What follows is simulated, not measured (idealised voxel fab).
Process module name: voxel fin reveal
The cross-section on display is named cut; it measures 280 nm wide, and its cells are 5 nm squares.
In what follows, cross-sections appear as grids of square cells, described through bands that run from the top down, where every band is one or more rows of cells.
Heights first: top, then bottom, in nm. Then materials, left to right, each with a width in nm. "throughout" on a single material: fills the band edge to edge. "blank": empty space.
It should be noted that heights are counted from 0, beneath which the wafer as supplied is of one material throughout, and that the lowest band possesses no lower boundary but continues downward, as written in "0 nm and below".
It should be noted that a width expressed as "30 to 40" varies in equal increments from row to row of cells within the band, taking the value of the first number at the top row and that of the second number at the bottom row.
Step note "identical to before" = no cross-section cell changed.
Empty spaces without an open route to the top, at least 8 cells in extent, make up the entry "Fully sealed cavities"; each is given as width x height at distance, where the distance is measured from the left edge, and all are in nm.
Formally, on a step line, whatever follows the settings is a remark that the simulator itself makes on the step.
overlay nm: how far to the right of its planned place the mask lay on this masked step (negative: to the left).
How should the pairs below be read? Each gives the cross-section before one process step and the cross-section after it, the latter drawn only to the lowest band that changed; the step that lies between them, with its settings, appears under the pair. Does a pair pick up where the pair above left off? Only where its entry headed "Incoming structure" says so, since pairs can come from different runs of this module on the same starting wafer.
**Incoming structure**
* 0 nm and below | Si throughout
* Fully sealed cavities: none
**Post-Step Section View**
* 5 nm to 0 nm | SiN throughout
* Below 0, the layers are the same as they were.
* Fully sealed cavities: none
Step between the pre-process and post-process cross-sections given above: CONFORMAL_DEP,material SiN,thk nm 5
Incoming structure: we pick up right where the pair above leaves off, with its after cross-section.
**Post-Step Section View**
* 5 nm to 0 nm | blank: 90 | SiN: 15 | blank: 25 | SiN: 15 | blank: 25 | SiN: 15 | blank: 95
* Below 0, the layers are the same as they were.
* Fully sealed cavities: none
Step between the pre-process and post-process cross-sections given above: MASKED_ETCH,tone cover,mask id FINS,width nm 15,pitch nm 40,etch materials SiN,depth nm 5,overlay nm 0
Incoming structure: we pick up right where the pair above leaves off, with its after cross-section.
**Post-Step Section View**
* 5 nm to 0 nm | blank: 90 | SiN: 15 | blank: 25 | SiN: 15 | blank: 25 | SiN: 15 | blank: 95
* 0 nm to -35 nm | blank: 90 | Si: 15 | blank: 25 | Si: 15 | blank: 25 | Si: 15 | blank: 95
* Below -35, the layers are the same as they were.
* Fully sealed cavities: none
Step between the pre-process and post-process cross-sections given above: MASKED_ETCH,tone cover,mask id FINS,width nm 15,pitch nm 40,etch materials Si,depth nm 35,overlay nm 0
Incoming structure: we pick up right where the pair above leaves off, with its after cross-section.
**Post-Step Section View**
* 5 nm to 0 nm | blank: 90 | SiN: 15 | blank: 25 | SiN: 15 | blank: 25 | SiN: 15 | blank: 95
* 0 nm to -35 nm | blank: 90 | SiO2: 5 | Si: 5 | SiO2: 5 | blank: 25 | SiO2: 5 | Si: 5 | SiO2: 5 | blank: 25 | SiO2: 5 | Si: 5 | SiO2: 5 | blank: 95
* -35 nm to -40 nm | SiO2: 95 | Si: 5 | SiO2: 35 | Si: 5 | SiO2: 35 | Si: 5 | SiO2: 100
* Below -40, the layers are the same as they were.
* Fully sealed cavities: none
Step between the pre-process and post-process cross-sections given above: OXIDIZE,depth nm 5
Incoming structure: we pick up right where the pair above leaves off, with its after cross-section.
**Post-Step Section View**
* 20 nm to 5 nm | SiO2 throughout
* 5 nm to 0 nm | SiO2: 90 | SiN: 15 | SiO2: 25 | SiN: 15 | SiO2: 25 | SiN: 15 | SiO2: 95
* 0 nm to -40 nm | SiO2: 95 | Si: 5 | SiO2: 35 | Si: 5 | SiO2: 35 | Si: 5 | SiO2: 100
* Below -40, the layers are the same as they were.
* Fully sealed cavities: none
Step between the pre-process and post-process cross-sections given above: FILL_DEP,material SiO2,thk nm 15
Incoming structure: we pick up right where the pair above leaves off, with its after cross-section.
**Post-Step Section View**
* 5 nm to 0 nm | SiO2: 90 | SiN: 15 | SiO2: 25 | SiN: 15 | SiO2: 25 | SiN: 15 | SiO2: 95
* Below 0, the layers are the same as they were.
* Fully sealed cavities: none
Step between the pre-process and post-process cross-sections given above: CMP,height nm 5
Incoming structure: we pick up right where the pair above leaves off, with its after cross-section.
**Post-Step Section View**
* 5 nm to 0 nm | blank: 90 | SiN: 15 | blank: 25 | SiN: 15 | blank: 25 | SiN: 15 | blank: 95
* 0 nm to -25 nm | blank: 95 | Si: 5 | blank: 35 | Si: 5 | blank: 35 | Si: 5 | blank: 100
* Below -25, the layers are the same as they were.
* Fully sealed cavities: none
Step between the pre-process and post-process cross-sections given above: SELECTIVE_ETCH,etch materials SiO2,depth nm 30
Incoming structure: we pick up right where the pair above leaves off, with its after cross-section.
**Post-Step Section View**
* 0 nm to -25 nm | blank: 95 | Si: 5 | blank: 35 | Si: 5 | blank: 35 | Si: 5 | blank: 100
* Below -25, the layers are the same as they were.
* Fully sealed cavities: none
Step between the pre-process and post-process cross-sections given above: STRIP,etch materials SiN
**Incoming structure**
* 0 nm and below | Si throughout
* Fully sealed cavities: none
**Post-Step Section View**
* 0 nm to -35 nm | blank: 90 | Si: 15 | blank: 25 | Si: 15 | blank: 25 | Si: 15 | blank: 95
* Below -35, the layers are the same as they were.
* Fully sealed cavities: none
Step between the pre-process and post-process cross-sections given above: MASKED_ETCH,tone cover,mask id FINS,width nm 15,pitch nm 40,etch materials Si,depth nm 35,overlay nm 0
Incoming structure: we pick up right where the pair above leaves off, with its after cross-section.
**Post-Step Section View**
* 0 nm to -5 nm | blank: 90 | SiO2: 15 | blank: 25 | SiO2: 15 | blank: 25 | SiO2: 15 | blank: 95
* -5 nm to -35 nm | blank: 90 | SiO2: 5 | Si: 5 | SiO2: 5 | blank: 25 | SiO2: 5 | Si: 5 | SiO2: 5 | blank: 25 | SiO2: 5 | Si: 5 | SiO2: 5 | blank: 95
* -35 nm to -40 nm | SiO2: 95 | Si: 5 | SiO2: 35 | Si: 5 | SiO2: 35 | Si: 5 | SiO2: 100
* Below -40, the layers are the same as they were.
* Fully sealed cavities: none
Step between the pre-process and post-process cross-sections given above: OXIDIZE,depth nm 5
Incoming structure: we pick up right where the pair above leaves off, with its after cross-section.
**Post-Step Section View**
* 15 nm to -5 nm | SiO2 throughout
* -5 nm to -40 nm | SiO2: 95 | Si: 5 | SiO2: 35 | Si: 5 | SiO2: 35 | Si: 5 | SiO2: 100
* Below -40, the layers are the same as they were.
* Fully sealed cavities: none
Step between the pre-process and post-process cross-sections given above: FILL_DEP,material SiO2,thk nm 15
Incoming structure: we pick up right where the pair above leaves off, with its after cross-section.
**Post-Step Section View**
* 5 nm to -5 nm | SiO2 throughout
* Below -5, the layers are the same as they were.
* Fully sealed cavities: none
Step between the pre-process and post-process cross-sections given above: CMP,height nm 5
Incoming structure: we pick up right where the pair above leaves off, with its after cross-section.
**Post-Step Section View**
* -5 nm to -25 nm | blank: 95 | Si: 5 | blank: 35 | Si: 5 | blank: 35 | Si: 5 | blank: 100
* Below -25, the layers are the same as they were.
* Fully sealed cavities: none
Step between the pre-process and post-process cross-sections given above: SELECTIVE_ETCH,etch materials SiO2,depth nm 30
**Incoming structure**
* 5 nm to 0 nm | blank: 90 | SiN: 15 | blank: 25 | SiN: 15 | blank: 25 | SiN: 15 | blank: 95
* 0 nm to -35 nm | blank: 90 | Si: 15 | blank: 25 | Si: 15 | blank: 25 | Si: 15 | blank: 95
* -35 nm and below | Si throughout
* Fully sealed cavities: none
**Post-Step Section View**
* 5 nm to 0 nm | blank: 90 | SiN: 15 | blank: 25 | SiN: 15 | blank: 25 | SiN: 15 | blank: 95
* 0 nm to -70 nm | blank: 90 | Si: 15 | blank: 25 | Si: 15 | blank: 25 | Si: 15 | blank: 95
* Below -70, the layers are the same as they were.
* Fully sealed cavities: none
Step between the pre-process and post-process cross-sections given above: MASKED_ETCH,tone cover,mask id FINS,width nm 15,pitch nm 40,etch materials Si,depth nm 35,overlay nm 0
Incoming structure: we pick up right where the pair above leaves off, with its after cross-section.
**Post-Step Section View**
* 5 nm to 0 nm | blank: 90 | SiN: 15 | blank: 25 | SiN: 15 | blank: 25 | SiN: 15 | blank: 95
* 0 nm to -70 nm | blank: 90 | SiO2: 5 | Si: 5 | SiO2: 5 | blank: 25 | SiO2: 5 | Si: 5 | SiO2: 5 | blank: 25 | SiO2: 5 | Si: 5 | SiO2: 5 | blank: 95
* -70 nm to -75 nm | SiO2: 95 | Si: 5 | SiO2: 35 | Si: 5 | SiO2: 35 | Si: 5 | SiO2: 100
* Below -75, the layers are the same as they were.
* Fully sealed cavities: none
Step between the pre-process and post-process cross-sections given above: OXIDIZE,depth nm 5
Incoming structure: we pick up right where the pair above leaves off, with its after cross-section.
**Post-Step Section View**
* 20 nm to 5 nm | SiO2 throughout
* 5 nm to 0 nm | SiO2: 90 | SiN: 15 | SiO2: 25 | SiN: 15 | SiO2: 25 | SiN: 15 | SiO2: 95
* 0 nm to -75 nm | SiO2: 95 | Si: 5 | SiO2: 35 | Si: 5 | SiO2: 35 | Si: 5 | SiO2: 100
* Below -75, the layers are the same as they were.
* Fully sealed cavities: none
Step between the pre-process and post-process cross-sections given above: FILL_DEP,material SiO2,thk nm 15
Incoming structure: we pick up right where the pair above leaves off, with its after cross-section.
**Post-Step Section View**
* 5 nm to 0 nm | SiO2: 90 | SiN: 15 | SiO2: 25 | SiN: 15 | SiO2: 25 | SiN: 15 | SiO2: 95
* Below 0, the layers are the same as they were.
* Fully sealed cavities: none
Step between the pre-process and post-process cross-sections given above: CMP,height nm 5
Incoming structure: we pick up right where the pair above leaves off, with its after cross-section.
**Post-Step Section View**
* 5 nm to 0 nm | blank: 90 | SiN: 15 | blank: 25 | SiN: 15 | blank: 25 | SiN: 15 | blank: 95
* 0 nm to -25 nm | blank: 95 | Si: 5 | blank: 35 | Si: 5 | blank: 35 | Si: 5 | blank: 100
* Below -25, the layers are the same as they were.
* Fully sealed cavities: none
Step between the pre-process and post-process cross-sections given above: SELECTIVE_ETCH,etch materials SiO2,depth nm 30
Incoming structure: we pick up right where the pair above leaves off, with its after cross-section.
**Post-Step Section View**
* 0 nm to -25 nm | blank: 95 | Si: 5 | blank: 35 | Si: 5 | blank: 35 | Si: 5 | blank: 100
* Below -25, the layers are the same as they were.
* Fully sealed cavities: none
Step between the pre-process and post-process cross-sections given above: STRIP,etch materials SiN
**Incoming structure**
* 5 nm to 0 nm | SiO2: 90 | SiN: 15 | SiO2: 25 | SiN: 15 | SiO2: 25 | SiN: 15 | SiO2: 95
* 0 nm to -40 nm | SiO2: 95 | Si: 5 | SiO2: 35 | Si: 5 | SiO2: 35 | Si: 5 | SiO2: 100
* -40 nm and below | Si throughout
* Fully sealed cavities: none
**Post-Step Section View**
* 5 nm to 0 nm | SiO2: 90 | blank: 15 | SiO2: 25 | blank: 15 | SiO2: 25 | blank: 15 | SiO2: 95
* Below 0, the layers are the same as they were.
* Fully sealed cavities: none
Step between the pre-process and post-process cross-sections given above: STRIP,etch materials SiN
Incoming structure: we pick up right where the pair above leaves off, with its after cross-section.
**Post-Step Section View**
* 0 nm to -25 nm | blank: 95 | Si: 5 | blank: 35 | Si: 5 | blank: 35 | Si: 5 | blank: 100
* -25 nm to -30 nm | SiO2: 60 | blank: 35 | Si: 5 | blank: 35 | Si: 5 | blank: 35 | Si: 5 | blank: 35 | SiO2: 65
* Below -30, the layers are the same as they were.
* Fully sealed cavities: none
Step between the pre-process and post-process cross-sections given above: SELECTIVE_ETCH,etch materials SiO2,depth nm 30
**Incoming structure**
* 5 nm to 0 nm | blank: 90 | SiN: 15 | blank: 25 | SiN: 15 | blank: 25 | SiN: 15 | blank: 95
* 0 nm and below | Si throughout
* Fully sealed cavities: none
**Post-Step Section View**
* 5 nm to 0 nm | blank: 90 | SiN: 15 | blank: 25 | SiN: 15 | blank: 25 | SiN: 15 | blank: 95
* 0 nm to -45 nm | blank: 90 | Si: 15 | blank: 25 | Si: 15 | blank: 25 | Si: 15 | blank: 95
* Below -45, the layers are the same as they were.
* Fully sealed cavities: none
Step between the pre-process and post-process cross-sections given above: MASKED_ETCH,tone cover,mask id FINS,width nm 15,pitch nm 40,etch materials Si,depth nm 45,overlay nm 0
Incoming structure: we pick up right where the pair above leaves off, with its after cross-section.
**Post-Step Section View**
* 5 nm to 0 nm | blank: 90 | SiN: 15 | blank: 25 | SiN: 15 | blank: 25 | SiN: 15 | blank: 95
* 0 nm to -45 nm | blank: 90 | SiO2: 5 | Si: 5 | SiO2: 5 | blank: 25 | SiO2: 5 | Si: 5 | SiO2: 5 | blank: 25 | SiO2: 5 | Si: 5 | SiO2: 5 | blank: 95
* -45 nm to -50 nm | SiO2: 95 | Si: 5 | SiO2: 35 | Si: 5 | SiO2: 35 | Si: 5 | SiO2: 100
* Below -50, the layers are the same as they were.
* Fully sealed cavities: none
Step between the pre-process and post-process cross-sections given above: OXIDIZE,depth nm 5
Incoming structure: we pick up right where the pair above leaves off, with its after cross-section.
**Post-Step Section View**
* 20 nm to 5 nm | SiO2 throughout
* 5 nm to 0 nm | SiO2: 90 | SiN: 15 | SiO2: 25 | SiN: 15 | SiO2: 25 | SiN: 15 | SiO2: 95
* 0 nm to -50 nm | SiO2: 95 | Si: 5 | SiO2: 35 | Si: 5 | SiO2: 35 | Si: 5 | SiO2: 100
* Below -50, the layers are the same as they were.
* Fully sealed cavities: none
Step between the pre-process and post-process cross-sections given above: FILL_DEP,material SiO2,thk nm 15
Incoming structure: we pick up right where the pair above leaves off, with its after cross-section.
**Post-Step Section View**
* 5 nm to 0 nm | SiO2: 90 | SiN: 15 | SiO2: 25 | SiN: 15 | SiO2: 25 | SiN: 15 | SiO2: 95
* Below 0, the layers are the same as they were.
* Fully sealed cavities: none
Step between the pre-process and post-process cross-sections given above: CMP,height nm 5
Incoming structure: we pick up right where the pair above leaves off, with its after cross-section.
**Post-Step Section View**
* 5 nm to 0 nm | blank: 90 | SiN: 15 | blank: 25 | SiN: 15 | blank: 25 | SiN: 15 | blank: 95
* 0 nm to -25 nm | blank: 95 | Si: 5 | blank: 35 | Si: 5 | blank: 35 | Si: 5 | blank: 100
* Below -25, the layers are the same as they were.
* Fully sealed cavities: none
Step between the pre-process and post-process cross-sections given above: SELECTIVE_ETCH,etch materials SiO2,depth nm 30
Incoming structure: we pick up right where the pair above leaves off, with its after cross-section.
**Post-Step Section View**
* 0 nm to -25 nm | blank: 95 | Si: 5 | blank: 35 | Si: 5 | blank: 35 | Si: 5 | blank: 100
* Below -25, the layers are the same as they were.
* Fully sealed cavities: none
Step between the pre-process and post-process cross-sections given above: STRIP,etch materials SiN
**Incoming structure**
* 5 nm to 0 nm | blank: 90 | SiN: 15 | blank: 25 | SiN: 15 | blank: 25 | SiN: 15 | blank: 95
* 0 nm and below | Si throughout
* Fully sealed cavities: none
**Post-Step Section View**
* 5 nm to 0 nm | blank: 90 | SiN: 15 | blank: 25 | SiN: 15 | blank: 25 | SiN: 15 | blank: 95
* 0 nm to -35 nm | blank: 85 | Si: 25 | blank: 15 | Si: 25 | blank: 15 | Si: 25 | blank: 90
* Below -35, the layers are the same as they were.
* Fully sealed cavities: none
Step between the pre-process and post-process cross-sections given above: MASKED_ETCH,tone cover,mask id FINS,width nm 25,pitch nm 40,etch materials Si,depth nm 35,overlay nm 0
Incoming structure: we pick up right where the pair above leaves off, with its after cross-section.
**Post-Step Section View**
* 5 nm to 0 nm | blank: 90 | SiN: 15 | blank: 25 | SiN: 15 | blank: 25 | SiN: 15 | blank: 95
* 0 nm to -5 nm | blank: 85 | SiO2: 10 | Si: 5 | SiO2: 10 | blank: 15 | SiO2: 10 | Si: 5 | SiO2: 10 | blank: 15 | SiO2: 10 | Si: 5 | SiO2: 10 | blank: 90
* -5 nm to -35 nm | blank: 85 | SiO2: 5 | Si: 15 | SiO2: 5 | blank: 15 | SiO2: 5 | Si: 15 | SiO2: 5 | blank: 15 | SiO2: 5 | Si: 15 | SiO2: 5 | blank: 90
* -35 nm to -40 nm | SiO2: 90 | Si: 15 | SiO2: 25 | Si: 15 | SiO2: 25 | Si: 15 | SiO2: 95
* Below -40, the layers are the same as they were.
* Fully sealed cavities: none
Step between the pre-process and post-process cross-sections given above: OXIDIZE,depth nm 5
Incoming structure: we pick up right where the pair above leaves off, with its after cross-section.
**Post-Step Section View**
* 20 nm to 5 nm | SiO2 throughout
* 5 nm to 0 nm | SiO2: 90 | SiN: 15 | SiO2: 25 | SiN: 15 | SiO2: 25 | SiN: 15 | SiO2: 95
* 0 nm to -5 nm | SiO2: 95 | Si: 5 | SiO2: 35 | Si: 5 | SiO2: 35 | Si: 5 | SiO2: 100
* -5 nm to -40 nm | SiO2: 90 | Si: 15 | SiO2: 25 | Si: 15 | SiO2: 25 | Si: 15 | SiO2: 95
* Below -40, the layers are the same as they were.
* Fully sealed cavities: none
Step between the pre-process and post-process cross-sections given above: FILL_DEP,material SiO2,thk nm 15
Incoming structure: we pick up right where the pair above leaves off, with its after cross-section.
**Post-Step Section View**
* 5 nm to 0 nm | SiO2: 90 | SiN: 15 | SiO2: 25 | SiN: 15 | SiO2: 25 | SiN: 15 | SiO2: 95
* Below 0, the layers are the same as they were.
* Fully sealed cavities: none
Step between the pre-process and post-process cross-sections given above: CMP,height nm 5
Incoming structure: we pick up right where the pair above leaves off, with its after cross-section.
**Post-Step Section View**
* 5 nm to 0 nm | blank: 90 | SiN: 15 | blank: 25 | SiN: 15 | blank: 25 | SiN: 15 | blank: 95
* 0 nm to -5 nm | blank: 95 | Si: 5 | blank: 35 | Si: 5 | blank: 35 | Si: 5 | blank: 100
* -5 nm to -25 nm | blank: 90 | Si: 15 | blank: 25 | Si: 15 | blank: 25 | Si: 15 | blank: 95
* Below -25, the layers are the same as they were.
* Fully sealed cavities: none
Step between the pre-process and post-process cross-sections given above: SELECTIVE_ETCH,etch materials SiO2,depth nm 30
Incoming structure: we pick up right where the pair above leaves off, with its after cross-section.
**Post-Step Section View**
* 0 nm to -5 nm | blank: 95 | Si: 5 | blank: 35 | Si: 5 | blank: 35 | Si: 5 | blank: 100
* Below -5, the layers are the same as they were.
* Fully sealed cavities: none
Step between the pre-process and post-process cross-sections given above: STRIP,etch materials SiN
**Incoming structure**
* 5 nm to 0 nm | blank: 90 | SiN: 15 | blank: 25 | SiN: 15 | blank: 25 | SiN: 15 | blank: 95
* 0 nm and below | Si throughout
* Fully sealed cavities: none
**Post-Step Section View**
* 5 nm to 0 nm | blank: 90 | SiN: 15 | blank: 25 | SiN: 15 | blank: 25 | SiN: 15 | blank: 95
* 0 nm to -35 nm | blank: 90 | Si: 25 | blank: 15 | Si: 25 | blank: 15 | Si: 25 | blank: 85
* Below -35, the layers are the same as they were.
* Fully sealed cavities: none
Step between the pre-process and post-process cross-sections given above: MASKED_ETCH,tone cover,mask id FINS,width nm 15,pitch nm 40,etch materials Si,depth nm 35,overlay nm 10
Incoming structure: we pick up right where the pair above leaves off, with its after cross-section.
**Post-Step Section View**
* 5 nm to 0 nm | blank: 90 | SiN: 15 | blank: 25 | SiN: 15 | blank: 25 | SiN: 15 | blank: 95
* 0 nm to -5 nm | blank: 90 | SiO2: 5 | Si: 5 | SiO2: 15 | blank: 15 | SiO2: 5 | Si: 5 | SiO2: 15 | blank: 15 | SiO2: 5 | Si: 5 | SiO2: 15 | blank: 85
* -5 nm to -35 nm | blank: 90 | SiO2: 5 | Si: 15 | SiO2: 5 | blank: 15 | SiO2: 5 | Si: 15 | SiO2: 5 | blank: 15 | SiO2: 5 | Si: 15 | SiO2: 5 | blank: 85
* -35 nm to -40 nm | SiO2: 95 | Si: 15 | SiO2: 25 | Si: 15 | SiO2: 25 | Si: 15 | SiO2: 90
* Below -40, the layers are the same as they were.
* Fully sealed cavities: none
Step between the pre-process and post-process cross-sections given above: OXIDIZE,depth nm 5
Incoming structure: we pick up right where the pair above leaves off, with its after cross-section.
**Post-Step Section View**
* 20 nm to 5 nm | SiO2 throughout
* 5 nm to 0 nm | SiO2: 90 | SiN: 15 | SiO2: 25 | SiN: 15 | SiO2: 25 | SiN: 15 | SiO2: 95
* 0 nm to -5 nm | SiO2: 95 | Si: 5 | SiO2: 35 | Si: 5 | SiO2: 35 | Si: 5 | SiO2: 100
* -5 nm to -40 nm | SiO2: 95 | Si: 15 | SiO2: 25 | Si: 15 | SiO2: 25 | Si: 15 | SiO2: 90
* Below -40, the layers are the same as they were.
* Fully sealed cavities: none
Step between the pre-process and post-process cross-sections given above: FILL_DEP,material SiO2,thk nm 15
Incoming structure: we pick up right where the pair above leaves off, with its after cross-section.
**Post-Step Section View**
* 5 nm to 0 nm | SiO2: 90 | SiN: 15 | SiO2: 25 | SiN: 15 | SiO2: 25 | SiN: 15 | SiO2: 95
* Below 0, the layers are the same as they were.
* Fully sealed cavities: none
Step between the pre-process and post-process cross-sections given above: CMP,height nm 5
Incoming structure: we pick up right where the pair above leaves off, with its after cross-section.
**Post-Step Section View**
* 5 nm to 0 nm | blank: 90 | SiN: 15 | blank: 25 | SiN: 15 | blank: 25 | SiN: 15 | blank: 95
* 0 nm to -5 nm | blank: 95 | Si: 5 | blank: 35 | Si: 5 | blank: 35 | Si: 5 | blank: 100
* -5 nm to -25 nm | blank: 95 | Si: 15 | blank: 25 | Si: 15 | blank: 25 | Si: 15 | blank: 90
* Below -25, the layers are the same as they were.
* Fully sealed cavities: none
Step between the pre-process and post-process cross-sections given above: SELECTIVE_ETCH,etch materials SiO2,depth nm 30
Incoming structure: we pick up right where the pair above leaves off, with its after cross-section.
**Post-Step Section View**
* 0 nm to -5 nm | blank: 95 | Si: 5 | blank: 35 | Si: 5 | blank: 35 | Si: 5 | blank: 100
* Below -5, the layers are the same as they were.
* Fully sealed cavities: none
Step between the pre-process and post-process cross-sections given above: STRIP,etch materials SiN
**Incoming structure**
* 5 nm to 0 nm | blank: 90 | SiN: 15 | blank: 25 | SiN: 15 | blank: 25 | SiN: 15 | blank: 95
* 0 nm to -25 nm | blank: 95 | Si: 5 | blank: 35 | Si: 5 | blank: 35 | Si: 5 | blank: 100
* -25 nm to -40 nm | SiO2: 95 | Si: 5 | SiO2: 35 | Si: 5 | SiO2: 35 | Si: 5 | SiO2: 100
* -40 nm and below | Si throughout
* Fully sealed cavities: none
**Post-Step Section View**
* 5 nm to 0 nm | blank: 90 | SiN: 15 | blank: 25 | SiN: 15 | blank: 25 | SiN: 15 | blank: 95
* 0 nm to -40 nm | blank: 95 | Si: 5 | blank: 35 | Si: 5 | blank: 35 | Si: 5 | blank: 100
* Below -40, the layers are the same as they were.
* Fully sealed cavities: none
Step between the pre-process and post-process cross-sections given above: STRIP,etch materials SiO2
**Incoming structure**
* 5 nm to 0 nm | SiN throughout
* 0 nm and below | Si throughout
* Fully sealed cavities: none
**Post-Step Section View**
* 5 nm to 0 nm | SiN: 90 | blank: 15 | SiN: 25 | blank: 15 | SiN: 25 | blank: 15 | SiN: 95
* Below 0, the layers are the same as they were.
* Fully sealed cavities: none
Step between the pre-process and post-process cross-sections given above: MASKED_ETCH,tone open,mask id FINS,width nm 15,pitch nm 40,etch materials SiN,depth nm 5,overlay nm 0
Incoming structure: we pick up right where the pair above leaves off, with its after cross-section.
**Post-Step Section View**
* 5 nm to 0 nm | SiN: 90 | blank: 15 | SiN: 25 | blank: 15 | SiN: 25 | blank: 15 | SiN: 95
* 0 nm to -5 nm | Si: 85 | SiO2: 25 | Si: 15 | SiO2: 25 | Si: 15 | SiO2: 25 | Si: 90
* Below -5, the layers are the same as they were.
* Fully sealed cavities: none
Step between the pre-process and post-process cross-sections given above: OXIDIZE,depth nm 5
Incoming structure: we pick up right where the pair above leaves off, with its after cross-section.
**Post-Step Section View**
* 20 nm to 5 nm | SiO2 throughout
* 5 nm to 0 nm | SiN: 90 | SiO2: 15 | SiN: 25 | SiO2: 15 | SiN: 25 | SiO2: 15 | SiN: 95
* Below 0, the layers are the same as they were.
* Fully sealed cavities: none
Step between the pre-process and post-process cross-sections given above: FILL_DEP,material SiO2,thk nm 15
Incoming structure: we pick up right where the pair above leaves off, with its after cross-section.
**Post-Step Section View**
* 5 nm to 0 nm | SiN: 90 | SiO2: 15 | SiN: 25 | SiO2: 15 | SiN: 25 | SiO2: 15 | SiN: 95
* Below 0, the layers are the same as they were.
* Fully sealed cavities: none
Step between the pre-process and post-process cross-sections given above: CMP,height nm 5
Incoming structure: we pick up right where the pair above leaves off, with its after cross-section.
**Post-Step Section View**
* 5 nm to 0 nm | SiN: 90 | blank: 15 | SiN: 25 | blank: 15 | SiN: 25 | blank: 15 | SiN: 95
* 0 nm to -5 nm | Si: 85 | blank: 25 | Si: 15 | blank: 25 | Si: 15 | blank: 25 | Si: 90
* Below -5, the layers are the same as they were.
* Fully sealed cavities: none
Step between the pre-process and post-process cross-sections given above: SELECTIVE_ETCH,etch materials SiO2,depth nm 30
Incoming structure: we pick up right where the pair above leaves off, with its after cross-section.
**Post-Step Section View**
* 0 nm to -5 nm | Si: 85 | blank: 25 | Si: 15 | blank: 25 | Si: 15 | blank: 25 | Si: 90
* Below -5, the layers are the same as they were.
* Fully sealed cavities: none
Step between the pre-process and post-process cross-sections given above: STRIP,etch materials SiN
